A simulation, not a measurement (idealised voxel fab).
The following is a process module called voxel quadruple lines.
Section shown: cut. Width: 265 nm. Cell size: 5 nm, square.
This document writes a cross-section as a grid whose cells are square, and gives it as bands, listed from the top down; one or more rows of cells form a band.
Band: top height; bottom height; in nm. Then, left to right: material with width in nm, for each material. "full width": a single material spanning edge to edge. "blank": empty space.
Heights are expressed relative to 0, this being the level below which the as-received wafer comprises one material exclusively. The lowest band is unbounded in the downward direction and is denoted as in "from 0 down".
The notation "30..40" denotes a width that varies across the rows of cells in the band, beginning at the first number in the top row, finishing at the second number in the bottom row, and changing by an identical amount from each row to the next.
Basically "remains unaltered" means that step didn't change any cell in the cross-section.
The entry "Sealed void listing" lists the empty spaces that cover at least 8 cells and have no open path to the top. Each is written as width x height at distance, where the distance is measured from the left edge and all three values are in nm.
On a step's line, text after the settings is the simulator commenting on that step.
overlay nm: mask offset rightward from planned place, masked step; negative means leftward offset.
Each pair below shows a cross-section before one step and the cross-section after it, down to the lowest band that changed. The line under each pair gives the step between them, with its settings. The pairs can come from different runs of this module on the same starting wafer, so a pair continues from the pair above only where its "Pre-step view" says so.

### Pre-step view
  from 0 down | Si full width
  Sealed void listing: none

### Sectional Result
  from 5 to 0 | SiO2 full width
  Whatever lies below 0 is exactly as it was before.
  Sealed void listing: none
Between the cross-sections above, the step performed was CONFORMAL_DEP [material SiO2] [thk nm 5]

Pre-step view: The structure entering this step is exactly what the pair just above shows after its step.

### Sectional Result
  from 15 to 5 | TiN full width
  Whatever lies below 5 is exactly as it was before.
  Sealed void listing: none
Between the cross-sections above, the step performed was DIRECTIONAL_DEP [material TiN] [thk nm 10]

Pre-step view: The structure entering this step is exactly what the pair just above shows after its step.

### Sectional Result
  from 30 to 15 | polySi full width
  Whatever lies below 15 is exactly as it was before.
  Sealed void listing: none
Between the cross-sections above, the step performed was DIRECTIONAL_DEP [material polySi] [thk nm 15]

Pre-step view: The structure entering this step is exactly what the pair just above shows after its step.

### Sectional Result
  from 55 to 30 | aC full width
  Whatever lies below 30 is exactly as it was before.
  Sealed void listing: none
Between the cross-sections above, the step performed was DIRECTIONAL_DEP [material aC] [thk nm 25]

Pre-step view: The structure entering this step is exactly what the pair just above shows after its step.

### Sectional Result
  from 85 to 55 | 80 nm blank, 25 nm resist, 55 nm blank, 25 nm resist, 80 nm blank
  Whatever lies below 55 is exactly as it was before.
  Sealed void listing: none
Between the cross-sections above, the step performed was PATTERN [tone cover] [mask id MANDREL] [material resist] [width nm 25] [pitch nm 80] [thk nm 30] [overlay nm 0]

Pre-step view: The structure entering this step is exactly what the pair just above shows after its step.

### Sectional Result
  from 60 to 55 | 80 nm blank, 25 nm resist, 55 nm blank, 25 nm resist, 80 nm blank
  from 55 to 30 | 80 nm blank, 25 nm aC, 55 nm blank, 25 nm aC, 80 nm blank
  Whatever lies below 30 is exactly as it was before.
  Sealed void listing: none
Between the cross-sections above, the step performed was DIRECTIONAL_ETCH [etch materials aC] [depth nm 25]

Pre-step view: The structure entering this step is exactly what the pair just above shows after its step.

### Sectional Result
  from 55 to 30 | 80 nm blank, 25 nm aC, 55 nm blank, 25 nm aC, 80 nm blank
  Whatever lies below 30 is exactly as it was before.
  Sealed void listing: none
Between the cross-sections above, the step performed was STRIP [etch materials resist]

Pre-step view: The structure entering this step is exactly what the pair just above shows after its step.

### Sectional Result
  from 70 to 55 | 65 nm blank, 55 nm SiO2, 25 nm blank, 55 nm SiO2, 65 nm blank
  from 55 to 45 | 65 nm blank, 15 nm SiO2, 25 nm aC, 15 nm SiO2, 25 nm blank, 15 nm SiO2, 25 nm aC, 15 nm SiO2, 65 nm blank
  from 45 to 30 | 80 nm SiO2, 25 nm aC, 55 nm SiO2, 25 nm aC, 80 nm SiO2
  Whatever lies below 30 is exactly as it was before.
  Sealed void listing: none
Between the cross-sections above, the step performed was CONFORMAL_DEP [material SiO2] [thk nm 15]

Pre-step view: The structure entering this step is exactly what the pair just above shows after its step.

### Sectional Result
  from 55 to 30 | 65 nm blank, 15 nm SiO2, 25 nm aC, 15 nm SiO2, 25 nm blank, 15 nm SiO2, 25 nm aC, 15 nm SiO2, 65 nm blank
  Whatever lies below 30 is exactly as it was before.
  Sealed void listing: none
Between the cross-sections above, the step performed was DIRECTIONAL_ETCH [etch materials SiO2] [depth nm 15]

Pre-step view: The structure entering this step is exactly what the pair just above shows after its step.

### Sectional Result
  from 55 to 30 | 65 nm blank, 15 nm SiO2, 25 nm blank, 15 nm SiO2, 25 nm blank, 15 nm SiO2, 25 nm blank, 15 nm SiO2, 65 nm blank
  Whatever lies below 30 is exactly as it was before.
  Sealed void listing: none
Between the cross-sections above, the step performed was STRIP [etch materials aC]

Pre-step view: The structure entering this step is exactly what the pair just above shows after its step.

### Sectional Result
  from 55 to 30 | 65 nm blank, 15 nm SiO2, 25 nm blank, 15 nm SiO2, 25 nm blank, 15 nm SiO2, 25 nm blank, 15 nm SiO2, 65 nm blank
  from 30 to 15 | 65 nm blank, 15 nm polySi, 25 nm blank, 15 nm polySi, 25 nm blank, 15 nm polySi, 25 nm blank, 15 nm polySi, 65 nm blank
  Whatever lies below 15 is exactly as it was before.
  Sealed void listing: none
Between the cross-sections above, the step performed was DIRECTIONAL_ETCH [etch materials polySi] [depth nm 15]

Pre-step view: The structure entering this step is exactly what the pair just above shows after its step.

### Sectional Result
  from 30 to 15 | 65 nm blank, 15 nm polySi, 25 nm blank, 15 nm polySi, 25 nm blank, 15 nm polySi, 25 nm blank, 15 nm polySi, 65 nm blank
  Whatever lies below 15 is exactly as it was before.
  Sealed void listing: none
Between the cross-sections above, the step performed was STRIP [etch materials SiO2]

Pre-step view: The structure entering this step is exactly what the pair just above shows after its step.

### Sectional Result
  from 35 to 30 | 60 nm blank, 25 nm SiCN, 15 nm blank, 25 nm SiCN, 15 nm blank, 25 nm SiCN, 15 nm blank, 25 nm SiCN, 60 nm blank
  from 30 to 20 | 60 nm blank, 5 nm SiCN, 15 nm polySi, 5 nm SiCN, 15 nm blank, 5 nm SiCN, 15 nm polySi, 5 nm SiCN, 15 nm blank, 5 nm SiCN, 15 nm polySi, 5 nm SiCN, 15 nm blank, 5 nm SiCN, 15 nm polySi, 5 nm SiCN, 60 nm blank
  from 20 to 15 | 65 nm SiCN, 15 nm polySi, 25 nm SiCN, 15 nm polySi, 25 nm SiCN, 15 nm polySi, 25 nm SiCN, 15 nm polySi, 65 nm SiCN
  Whatever lies below 15 is exactly as it was before.
  Sealed void listing: none
Between the cross-sections above, the step performed was CONFORMAL_DEP [material SiCN] [thk nm 5]

Pre-step view: The structure entering this step is exactly what the pair just above shows after its step.

### Sectional Result
  from 30 to 15 | 60 nm blank, 5 nm SiCN, 15 nm polySi, 5 nm SiCN, 15 nm blank, 5 nm SiCN, 15 nm polySi, 5 nm SiCN, 15 nm blank, 5 nm SiCN, 15 nm polySi, 5 nm SiCN, 15 nm blank, 5 nm SiCN, 15 nm polySi, 5 nm SiCN, 60 nm blank
  Whatever lies below 15 is exactly as it was before.
  Sealed void listing: none
Between the cross-sections above, the step performed was DIRECTIONAL_ETCH [etch materials SiCN] [depth nm 5]

Pre-step view: The structure entering this step is exactly what the pair just above shows after its step.

### Sectional Result
  from 30 to 15 | 60 nm blank, 5 nm SiCN, 15 nm blank, 5 nm SiCN, 15 nm blank, 5 nm SiCN, 15 nm blank, 5 nm SiCN, 15 nm blank, 5 nm SiCN, 15 nm blank, 5 nm SiCN, 15 nm blank, 5 nm SiCN, 15 nm blank, 5 nm SiCN, 60 nm blank
  Whatever lies below 15 is exactly as it was before.
  Sealed void listing: none
Between the cross-sections above, the step performed was STRIP [etch materials polySi]

Pre-step view: The structure entering this step is exactly what the pair just above shows after its step.

### Sectional Result
  from 30 to 15 | 60 nm blank, 5 nm SiCN, 15 nm blank, 5 nm SiCN, 15 nm blank, 5 nm SiCN, 15 nm blank, 5 nm SiCN, 15 nm blank, 5 nm SiCN, 15 nm blank, 5 nm SiCN, 15 nm blank, 5 nm SiCN, 15 nm blank, 5 nm SiCN, 60 nm blank
  from 15 to 5 | 60 nm blank, 5 nm TiN, 15 nm blank, 5 nm TiN, 15 nm blank, 5 nm TiN, 15 nm blank, 5 nm TiN, 15 nm blank, 5 nm TiN, 15 nm blank, 5 nm TiN, 15 nm blank, 5 nm TiN, 15 nm blank, 5 nm TiN, 60 nm blank
  Whatever lies below 5 is exactly as it was before.
  Sealed void listing: none
Between the cross-sections above, the step performed was DIRECTIONAL_ETCH [etch materials TiN] [depth nm 10]

Pre-step view: The structure entering this step is exactly what the pair just above shows after its step.

### Sectional Result
  from 15 to 5 | 60 nm blank, 5 nm TiN, 15 nm blank, 5 nm TiN, 15 nm blank, 5 nm TiN, 15 nm blank, 5 nm TiN, 15 nm blank, 5 nm TiN, 15 nm blank, 5 nm TiN, 15 nm blank, 5 nm TiN, 15 nm blank, 5 nm TiN, 60 nm blank
  Whatever lies below 5 is exactly as it was before.
  Sealed void listing: none
Between the cross-sections above, the step performed was STRIP [etch materials SiCN]

### Pre-step view
  from 0 down | Si full width
  Sealed void listing: none

### Sectional Result
  from 10 to 0 | TiN full width
  Whatever lies below 0 is exactly as it was before.
  Sealed void listing: none
Between the cross-sections above, the step performed was DIRECTIONAL_DEP [material TiN] [thk nm 10]

Pre-step view: The structure entering this step is exactly what the pair just above shows after its step.

### Sectional Result
  from 25 to 10 | polySi full width
  Whatever lies below 10 is exactly as it was before.
  Sealed void listing: none
Between the cross-sections above, the step performed was DIRECTIONAL_DEP [material polySi] [thk nm 15]

Pre-step view: The structure entering this step is exactly what the pair just above shows after its step.

### Sectional Result
  from 50 to 25 | aC full width
  Whatever lies below 25 is exactly as it was before.
  Sealed void listing: none
Between the cross-sections above, the step performed was DIRECTIONAL_DEP [material aC] [thk nm 25]

Pre-step view: The structure entering this step is exactly what the pair just above shows after its step.

### Sectional Result
  from 80 to 50 | 80 nm blank, 25 nm resist, 55 nm blank, 25 nm resist, 80 nm blank
  Whatever lies below 50 is exactly as it was before.
  Sealed void listing: none
Between the cross-sections above, the step performed was PATTERN [tone cover] [mask id MANDREL] [material resist] [width nm 25] [pitch nm 80] [thk nm 30] [overlay nm 0]

Pre-step view: The structure entering this step is exactly what the pair just above shows after its step.

### Sectional Result
  from 55 to 50 | 80 nm blank, 25 nm resist, 55 nm blank, 25 nm resist, 80 nm blank
  from 50 to 25 | 80 nm blank, 25 nm aC, 55 nm blank, 25 nm aC, 80 nm blank
  Whatever lies below 25 is exactly as it was before.
  Sealed void listing: none
Between the cross-sections above, the step performed was DIRECTIONAL_ETCH [etch materials aC] [depth nm 25]

Pre-step view: The structure entering this step is exactly what the pair just above shows after its step.

### Sectional Result
  from 50 to 25 | 80 nm blank, 25 nm aC, 55 nm blank, 25 nm aC, 80 nm blank
  Whatever lies below 25 is exactly as it was before.
  Sealed void listing: none
Between the cross-sections above, the step performed was STRIP [etch materials resist]

Pre-step view: The structure entering this step is exactly what the pair just above shows after its step.

### Sectional Result
  from 65 to 50 | 65 nm blank, 55 nm SiO2, 25 nm blank, 55 nm SiO2, 65 nm blank
  from 50 to 40 | 65 nm blank, 15 nm SiO2, 25 nm aC, 15 nm SiO2, 25 nm blank, 15 nm SiO2, 25 nm aC, 15 nm SiO2, 65 nm blank
  from 40 to 25 | 80 nm SiO2, 25 nm aC, 55 nm SiO2, 25 nm aC, 80 nm SiO2
  Whatever lies below 25 is exactly as it was before.
  Sealed void listing: none
Between the cross-sections above, the step performed was CONFORMAL_DEP [material SiO2] [thk nm 15]

Pre-step view: The structure entering this step is exactly what the pair just above shows after its step.

### Sectional Result
  from 50 to 25 | 65 nm blank, 15 nm SiO2, 25 nm aC, 15 nm SiO2, 25 nm blank, 15 nm SiO2, 25 nm aC, 15 nm SiO2, 65 nm blank
  Whatever lies below 25 is exactly as it was before.
  Sealed void listing: none
Between the cross-sections above, the step performed was DIRECTIONAL_ETCH [etch materials SiO2] [depth nm 15]

Pre-step view: The structure entering this step is exactly what the pair just above shows after its step.

### Sectional Result
  from 50 to 25 | 65 nm blank, 15 nm SiO2, 25 nm blank, 15 nm SiO2, 25 nm blank, 15 nm SiO2, 25 nm blank, 15 nm SiO2, 65 nm blank
  Whatever lies below 25 is exactly as it was before.
  Sealed void listing: none
Between the cross-sections above, the step performed was STRIP [etch materials aC]

Pre-step view: The structure entering this step is exactly what the pair just above shows after its step.

### Sectional Result
  from 50 to 25 | 65 nm blank, 15 nm SiO2, 25 nm blank, 15 nm SiO2, 25 nm blank, 15 nm SiO2, 25 nm blank, 15 nm SiO2, 65 nm blank
  from 25 to 10 | 65 nm blank, 15 nm polySi, 25 nm blank, 15 nm polySi, 25 nm blank, 15 nm polySi, 25 nm blank, 15 nm polySi, 65 nm blank
  Whatever lies below 10 is exactly as it was before.
  Sealed void listing: none
Between the cross-sections above, the step performed was DIRECTIONAL_ETCH [etch materials polySi] [depth nm 15]

Pre-step view: The structure entering this step is exactly what the pair just above shows after its step.

### Sectional Result
  from 25 to 10 | 65 nm blank, 15 nm polySi, 25 nm blank, 15 nm polySi, 25 nm blank, 15 nm polySi, 25 nm blank, 15 nm polySi, 65 nm blank
  Whatever lies below 10 is exactly as it was before.
  Sealed void listing: none
Between the cross-sections above, the step performed was STRIP [etch materials SiO2]

Pre-step view: The structure entering this step is exactly what the pair just above shows after its step.

### Sectional Result
  from 30 to 25 | 60 nm blank, 25 nm SiCN, 15 nm blank, 25 nm SiCN, 15 nm blank, 25 nm SiCN, 15 nm blank, 25 nm SiCN, 60 nm blank
  from 25 to 15 | 60 nm blank, 5 nm SiCN, 15 nm polySi, 5 nm SiCN, 15 nm blank, 5 nm SiCN, 15 nm polySi, 5 nm SiCN, 15 nm blank, 5 nm SiCN, 15 nm polySi, 5 nm SiCN, 15 nm blank, 5 nm SiCN, 15 nm polySi, 5 nm SiCN, 60 nm blank
  from 15 to 10 | 65 nm SiCN, 15 nm polySi, 25 nm SiCN, 15 nm polySi, 25 nm SiCN, 15 nm polySi, 25 nm SiCN, 15 nm polySi, 65 nm SiCN
  Whatever lies below 10 is exactly as it was before.
  Sealed void listing: none
Between the cross-sections above, the step performed was CONFORMAL_DEP [material SiCN] [thk nm 5]

Pre-step view: The structure entering this step is exactly what the pair just above shows after its step.

### Sectional Result
  from 25 to 10 | 60 nm blank, 5 nm SiCN, 15 nm polySi, 5 nm SiCN, 15 nm blank, 5 nm SiCN, 15 nm polySi, 5 nm SiCN, 15 nm blank, 5 nm SiCN, 15 nm polySi, 5 nm SiCN, 15 nm blank, 5 nm SiCN, 15 nm polySi, 5 nm SiCN, 60 nm blank
  Whatever lies below 10 is exactly as it was before.
  Sealed void listing: none
Between the cross-sections above, the step performed was DIRECTIONAL_ETCH [etch materials SiCN] [depth nm 5]

Pre-step view: The structure entering this step is exactly what the pair just above shows after its step.

### Sectional Result
  from 25 to 10 | 60 nm blank, 5 nm SiCN, 15 nm blank, 5 nm SiCN, 15 nm blank, 5 nm SiCN, 15 nm blank, 5 nm SiCN, 15 nm blank, 5 nm SiCN, 15 nm blank, 5 nm SiCN, 15 nm blank, 5 nm SiCN, 15 nm blank, 5 nm SiCN, 60 nm blank
  Whatever lies below 10 is exactly as it was before.
  Sealed void listing: none
Between the cross-sections above, the step performed was STRIP [etch materials polySi]

Pre-step view: The structure entering this step is exactly what the pair just above shows after its step.

### Sectional Result
  from 25 to 10 | 60 nm blank, 5 nm SiCN, 15 nm blank, 5 nm SiCN, 15 nm blank, 5 nm SiCN, 15 nm blank, 5 nm SiCN, 15 nm blank, 5 nm SiCN, 15 nm blank, 5 nm SiCN, 15 nm blank, 5 nm SiCN, 15 nm blank, 5 nm SiCN, 60 nm blank
  from 10 to 0 | 60 nm blank, 5 nm TiN, 15 nm blank, 5 nm TiN, 15 nm blank, 5 nm TiN, 15 nm blank, 5 nm TiN, 15 nm blank, 5 nm TiN, 15 nm blank, 5 nm TiN, 15 nm blank, 5 nm TiN, 15 nm blank, 5 nm TiN, 60 nm blank
  Whatever lies below 0 is exactly as it was before.
  Sealed void listing: none
Between the cross-sections above, the step performed was DIRECTIONAL_ETCH [etch materials TiN] [depth nm 10]

Pre-step view: The structure entering this step is exactly what the pair just above shows after its step.

### Sectional Result
  from 10 to 0 | 60 nm blank, 5 nm TiN, 15 nm blank, 5 nm TiN, 15 nm blank, 5 nm TiN, 15 nm blank, 5 nm TiN, 15 nm blank, 5 nm TiN, 15 nm blank, 5 nm TiN, 15 nm blank, 5 nm TiN, 15 nm blank, 5 nm TiN, 60 nm blank
  Whatever lies below 0 is exactly as it was before.
  Sealed void listing: none
Between the cross-sections above, the step performed was STRIP [etch materials SiCN]

### Pre-step view
  from 5 to 0 | SiO2 full width
  from 0 down | Si full width
  Sealed void listing: none

### Sectional Result
  from 20 to 5 | polySi full width
  Whatever lies below 5 is exactly as it was before.
  Sealed void listing: none
Between the cross-sections above, the step performed was DIRECTIONAL_DEP [material polySi] [thk nm 15]

Pre-step view: The structure entering this step is exactly what the pair just above shows after its step.

### Sectional Result
  from 30 to 20 | TiN full width
  Whatever lies below 20 is exactly as it was before.
  Sealed void listing: none
Between the cross-sections above, the step performed was DIRECTIONAL_DEP [material TiN] [thk nm 10]

Pre-step view: The structure entering this step is exactly what the pair just above shows after its step.

### Sectional Result
  from 55 to 30 | aC full width
  Whatever lies below 30 is exactly as it was before.
  Sealed void listing: none
Between the cross-sections above, the step performed was DIRECTIONAL_DEP [material aC] [thk nm 25]

Pre-step view: The structure entering this step is exactly what the pair just above shows after its step.

### Sectional Result
  from 85 to 55 | 80 nm blank, 25 nm resist, 55 nm blank, 25 nm resist, 80 nm blank
  Whatever lies below 55 is exactly as it was before.
  Sealed void listing: none
Between the cross-sections above, the step performed was PATTERN [tone cover] [mask id MANDREL] [material resist] [width nm 25] [pitch nm 80] [thk nm 30] [overlay nm 0]

Pre-step view: The structure entering this step is exactly what the pair just above shows after its step.

### Sectional Result
  from 60 to 55 | 80 nm blank, 25 nm resist, 55 nm blank, 25 nm resist, 80 nm blank
  from 55 to 30 | 80 nm blank, 25 nm aC, 55 nm blank, 25 nm aC, 80 nm blank
  Whatever lies below 30 is exactly as it was before.
  Sealed void listing: none
Between the cross-sections above, the step performed was DIRECTIONAL_ETCH [etch materials aC] [depth nm 25]

Pre-step view: The structure entering this step is exactly what the pair just above shows after its step.

### Sectional Result
  from 55 to 30 | 80 nm blank, 25 nm aC, 55 nm blank, 25 nm aC, 80 nm blank
  Whatever lies below 30 is exactly as it was before.
  Sealed void listing: none
Between the cross-sections above, the step performed was STRIP [etch materials resist]

Pre-step view: The structure entering this step is exactly what the pair just above shows after its step.

### Sectional Result
  from 70 to 55 | 65 nm blank, 55 nm SiO2, 25 nm blank, 55 nm SiO2, 65 nm blank
  from 55 to 45 | 65 nm blank, 15 nm SiO2, 25 nm aC, 15 nm SiO2, 25 nm blank, 15 nm SiO2, 25 nm aC, 15 nm SiO2, 65 nm blank
  from 45 to 30 | 80 nm SiO2, 25 nm aC, 55 nm SiO2, 25 nm aC, 80 nm SiO2
  Whatever lies below 30 is exactly as it was before.
  Sealed void listing: none
Between the cross-sections above, the step performed was CONFORMAL_DEP [material SiO2] [thk nm 15]

Pre-step view: The structure entering this step is exactly what the pair just above shows after its step.

### Sectional Result
  from 55 to 30 | 65 nm blank, 15 nm SiO2, 25 nm aC, 15 nm SiO2, 25 nm blank, 15 nm SiO2, 25 nm aC, 15 nm SiO2, 65 nm blank
  Whatever lies below 30 is exactly as it was before.
  Sealed void listing: none
Between the cross-sections above, the step performed was DIRECTIONAL_ETCH [etch materials SiO2] [depth nm 15]

Pre-step view: The structure entering this step is exactly what the pair just above shows after its step.

### Sectional Result
  from 55 to 30 | 65 nm blank, 15 nm SiO2, 25 nm blank, 15 nm SiO2, 25 nm blank, 15 nm SiO2, 25 nm blank, 15 nm SiO2, 65 nm blank
  Whatever lies below 30 is exactly as it was before.
  Sealed void listing: none
Between the cross-sections above, the step performed was STRIP [etch materials aC]

Pre-step view: The structure entering this step is exactly what the pair just above shows after its step.

### Sectional Result
  from 30 to 20 | TiN full width
  Whatever lies below 20 is exactly as it was before.
  Sealed void listing: none
Between the cross-sections above, the step performed was STRIP [etch materials SiO2]

Pre-step view: The structure entering this step is exactly what the pair just above shows after its step.

### Sectional Result
  from 35 to 30 | SiCN full width
  Whatever lies below 30 is exactly as it was before.
  Sealed void listing: none
Between the cross-sections above, the step performed was CONFORMAL_DEP [material SiCN] [thk nm 5]

Pre-step view: The structure entering this step is exactly what the pair just above shows after its step.

### Sectional Result
  from 30 to 20 | TiN full width
  Whatever lies below 20 is exactly as it was before.
  Sealed void listing: none
Between the cross-sections above, the step performed was DIRECTIONAL_ETCH [etch materials SiCN] [depth nm 5]

Pre-step view: The structure entering this step is exactly what the pair just above shows after its step.

### Sectional Result
  from 20 to 5 | polySi full width
  Whatever lies below 5 is exactly as it was before.
  Sealed void listing: none
Between the cross-sections above, the step performed was DIRECTIONAL_ETCH [etch materials TiN] [depth nm 10]

### Pre-step view
  from 0 down | Si full width
  Sealed void listing: none

### Sectional Result
  from 15 to 0 | SiO2 full width
  Whatever lies below 0 is exactly as it was before.
  Sealed void listing: none
Between the cross-sections above, the step performed was CONFORMAL_DEP [material SiO2] [thk nm 15]

Pre-step view: The structure entering this step is exactly what the pair just above shows after its step.

### Sectional Result
  from 25 to 15 | TiN full width
  Whatever lies below 15 is exactly as it was before.
  Sealed void listing: none
Between the cross-sections above, the step performed was DIRECTIONAL_DEP [material TiN] [thk nm 10]

Pre-step view: The structure entering this step is exactly what the pair just above shows after its step.

### Sectional Result
  from 40 to 25 | polySi full width
  Whatever lies below 25 is exactly as it was before.
  Sealed void listing: none
Between the cross-sections above, the step performed was DIRECTIONAL_DEP [material polySi] [thk nm 15]

Pre-step view: The structure entering this step is exactly what the pair just above shows after its step.

### Sectional Result
  from 65 to 40 | aC full width
  Whatever lies below 40 is exactly as it was before.
  Sealed void listing: none
Between the cross-sections above, the step performed was DIRECTIONAL_DEP [material aC] [thk nm 25]

Pre-step view: The structure entering this step is exactly what the pair just above shows after its step.

### Sectional Result
  from 95 to 65 | 80 nm blank, 25 nm resist, 55 nm blank, 25 nm resist, 80 nm blank
  Whatever lies below 65 is exactly as it was before.
  Sealed void listing: none
Between the cross-sections above, the step performed was PATTERN [tone cover] [mask id MANDREL] [material resist] [width nm 25] [pitch nm 80] [thk nm 30] [overlay nm 0]

Pre-step view: The structure entering this step is exactly what the pair just above shows after its step.

### Sectional Result
  from 70 to 65 | 80 nm blank, 25 nm resist, 55 nm blank, 25 nm resist, 80 nm blank
  from 65 to 40 | 80 nm blank, 25 nm aC, 55 nm blank, 25 nm aC, 80 nm blank
  Whatever lies below 40 is exactly as it was before.
  Sealed void listing: none
Between the cross-sections above, the step performed was DIRECTIONAL_ETCH [etch materials aC] [depth nm 25]

Pre-step view: The structure entering this step is exactly what the pair just above shows after its step.

### Sectional Result
  from 65 to 40 | 80 nm blank, 25 nm aC, 55 nm blank, 25 nm aC, 80 nm blank
  Whatever lies below 40 is exactly as it was before.
  Sealed void listing: none
Between the cross-sections above, the step performed was STRIP [etch materials resist]

Pre-step view: The structure entering this step is exactly what the pair just above shows after its step.

### Sectional Result
  from 80 to 65 | 65 nm blank, 55 nm SiO2, 25 nm blank, 55 nm SiO2, 65 nm blank
  from 65 to 55 | 65 nm blank, 15 nm SiO2, 25 nm aC, 15 nm SiO2, 25 nm blank, 15 nm SiO2, 25 nm aC, 15 nm SiO2, 65 nm blank
  from 55 to 40 | 80 nm SiO2, 25 nm aC, 55 nm SiO2, 25 nm aC, 80 nm SiO2
  Whatever lies below 40 is exactly as it was before.
  Sealed void listing: none
Between the cross-sections above, the step performed was CONFORMAL_DEP [material SiO2] [thk nm 15]

Pre-step view: The structure entering this step is exactly what the pair just above shows after its step.

### Sectional Result
  from 65 to 40 | 65 nm blank, 15 nm SiO2, 25 nm aC, 15 nm SiO2, 25 nm blank, 15 nm SiO2, 25 nm aC, 15 nm SiO2, 65 nm blank
  Whatever lies below 40 is exactly as it was before.
  Sealed void listing: none
Between the cross-sections above, the step performed was DIRECTIONAL_ETCH [etch materials SiO2] [depth nm 15]

Pre-step view: The structure entering this step is exactly what the pair just above shows after its step.

### Sectional Result
  from 65 to 40 | 65 nm blank, 15 nm SiO2, 25 nm blank, 15 nm SiO2, 25 nm blank, 15 nm SiO2, 25 nm blank, 15 nm SiO2, 65 nm blank
  Whatever lies below 40 is exactly as it was before.
  Sealed void listing: none
Between the cross-sections above, the step performed was STRIP [etch materials aC]

Pre-step view: The structure entering this step is exactly what the pair just above shows after its step.

### Sectional Result
  from 65 to 40 | 65 nm blank, 15 nm SiO2, 25 nm blank, 15 nm SiO2, 25 nm blank, 15 nm SiO2, 25 nm blank, 15 nm SiO2, 65 nm blank
  from 40 to 25 | 65 nm blank, 15 nm polySi, 25 nm blank, 15 nm polySi, 25 nm blank, 15 nm polySi, 25 nm blank, 15 nm polySi, 65 nm blank
  Whatever lies below 25 is exactly as it was before.
  Sealed void listing: none
Between the cross-sections above, the step performed was DIRECTIONAL_ETCH [etch materials polySi] [depth nm 15]

Pre-step view: The structure entering this step is exactly what the pair just above shows after its step.

### Sectional Result
  from 40 to 25 | 65 nm blank, 15 nm polySi, 25 nm blank, 15 nm polySi, 25 nm blank, 15 nm polySi, 25 nm blank, 15 nm polySi, 65 nm blank
  Whatever lies below 25 is exactly as it was before.
  Sealed void listing: none
Between the cross-sections above, the step performed was STRIP [etch materials SiO2]

Pre-step view: The structure entering this step is exactly what the pair just above shows after its step.

### Sectional Result
  from 45 to 40 | 60 nm blank, 25 nm SiCN, 15 nm blank, 25 nm SiCN, 15 nm blank, 25 nm SiCN, 15 nm blank, 25 nm SiCN, 60 nm blank
  from 40 to 30 | 60 nm blank, 5 nm SiCN, 15 nm polySi, 5 nm SiCN, 15 nm blank, 5 nm SiCN, 15 nm polySi, 5 nm SiCN, 15 nm blank, 5 nm SiCN, 15 nm polySi, 5 nm SiCN, 15 nm blank, 5 nm SiCN, 15 nm polySi, 5 nm SiCN, 60 nm blank
  from 30 to 25 | 65 nm SiCN, 15 nm polySi, 25 nm SiCN, 15 nm polySi, 25 nm SiCN, 15 nm polySi, 25 nm SiCN, 15 nm polySi, 65 nm SiCN
  Whatever lies below 25 is exactly as it was before.
  Sealed void listing: none
Between the cross-sections above, the step performed was CONFORMAL_DEP [material SiCN] [thk nm 5]

Pre-step view: The structure entering this step is exactly what the pair just above shows after its step.

### Sectional Result
  from 40 to 25 | 60 nm blank, 5 nm SiCN, 15 nm polySi, 5 nm SiCN, 15 nm blank, 5 nm SiCN, 15 nm polySi, 5 nm SiCN, 15 nm blank, 5 nm SiCN, 15 nm polySi, 5 nm SiCN, 15 nm blank, 5 nm SiCN, 15 nm polySi, 5 nm SiCN, 60 nm blank
  Whatever lies below 25 is exactly as it was before.
  Sealed void listing: none
Between the cross-sections above, the step performed was DIRECTIONAL_ETCH [etch materials SiCN] [depth nm 5]

Pre-step view: The structure entering this step is exactly what the pair just above shows after its step.

### Sectional Result
  from 40 to 25 | 60 nm blank, 5 nm SiCN, 15 nm blank, 5 nm SiCN, 15 nm blank, 5 nm SiCN, 15 nm blank, 5 nm SiCN, 15 nm blank, 5 nm SiCN, 15 nm blank, 5 nm SiCN, 15 nm blank, 5 nm SiCN, 15 nm blank, 5 nm SiCN, 60 nm blank
  Whatever lies below 25 is exactly as it was before.
  Sealed void listing: none
Between the cross-sections above, the step performed was STRIP [etch materials polySi]

Pre-step view: The structure entering this step is exactly what the pair just above shows after its step.

### Sectional Result
  from 40 to 25 | 60 nm blank, 5 nm SiCN, 15 nm blank, 5 nm SiCN, 15 nm blank, 5 nm SiCN, 15 nm blank, 5 nm SiCN, 15 nm blank, 5 nm SiCN, 15 nm blank, 5 nm SiCN, 15 nm blank, 5 nm SiCN, 15 nm blank, 5 nm SiCN, 60 nm blank
  from 25 to 15 | 60 nm blank, 5 nm TiN, 15 nm blank, 5 nm TiN, 15 nm blank, 5 nm TiN, 15 nm blank, 5 nm TiN, 15 nm blank, 5 nm TiN, 15 nm blank, 5 nm TiN, 15 nm blank, 5 nm TiN, 15 nm blank, 5 nm TiN, 60 nm blank
  Whatever lies below 15 is exactly as it was before.
  Sealed void listing: none
Between the cross-sections above, the step performed was DIRECTIONAL_ETCH [etch materials TiN] [depth nm 10]

Pre-step view: The structure entering this step is exactly what the pair just above shows after its step.

### Sectional Result
  from 25 to 15 | 60 nm blank, 5 nm TiN, 15 nm blank, 5 nm TiN, 15 nm blank, 5 nm TiN, 15 nm blank, 5 nm TiN, 15 nm blank, 5 nm TiN, 15 nm blank, 5 nm TiN, 15 nm blank, 5 nm TiN, 15 nm blank, 5 nm TiN, 60 nm blank
  Whatever lies below 15 is exactly as it was before.
  Sealed void listing: none
Between the cross-sections above, the step performed was STRIP [etch materials SiCN]

### Pre-step view
  from 55 to 30 | aC full width
  from 30 to 15 | polySi full width
  from 15 to 5 | TiN full width
  from 5 to 0 | SiO2 full width
  from 0 down | Si full width
  Sealed void listing: none

### Sectional Result
  from 85 to 55 | 75 nm blank, 35 nm resist, 45 nm blank, 35 nm resist, 75 nm blank
  Whatever lies below 55 is exactly as it was before.
  Sealed void listing: none
Between the cross-sections above, the step performed was PATTERN [tone cover] [mask id MANDREL] [material resist] [width nm 35] [pitch nm 80] [thk nm 30] [overlay nm 0]

Pre-step view: The structure entering this step is exactly what the pair just above shows after its step.

### Sectional Result
  from 60 to 55 | 75 nm blank, 35 nm resist, 45 nm blank, 35 nm resist, 75 nm blank
  from 55 to 30 | 75 nm blank, 35 nm aC, 45 nm blank, 35 nm aC, 75 nm blank
  Whatever lies below 30 is exactly as it was before.
  Sealed void listing: none
Between the cross-sections above, the step performed was DIRECTIONAL_ETCH [etch materials aC] [depth nm 25]

Pre-step view: The structure entering this step is exactly what the pair just above shows after its step.

### Sectional Result
  from 55 to 30 | 75 nm blank, 35 nm aC, 45 nm blank, 35 nm aC, 75 nm blank
  Whatever lies below 30 is exactly as it was before.
  Sealed void listing: none
Between the cross-sections above, the step performed was STRIP [etch materials resist]
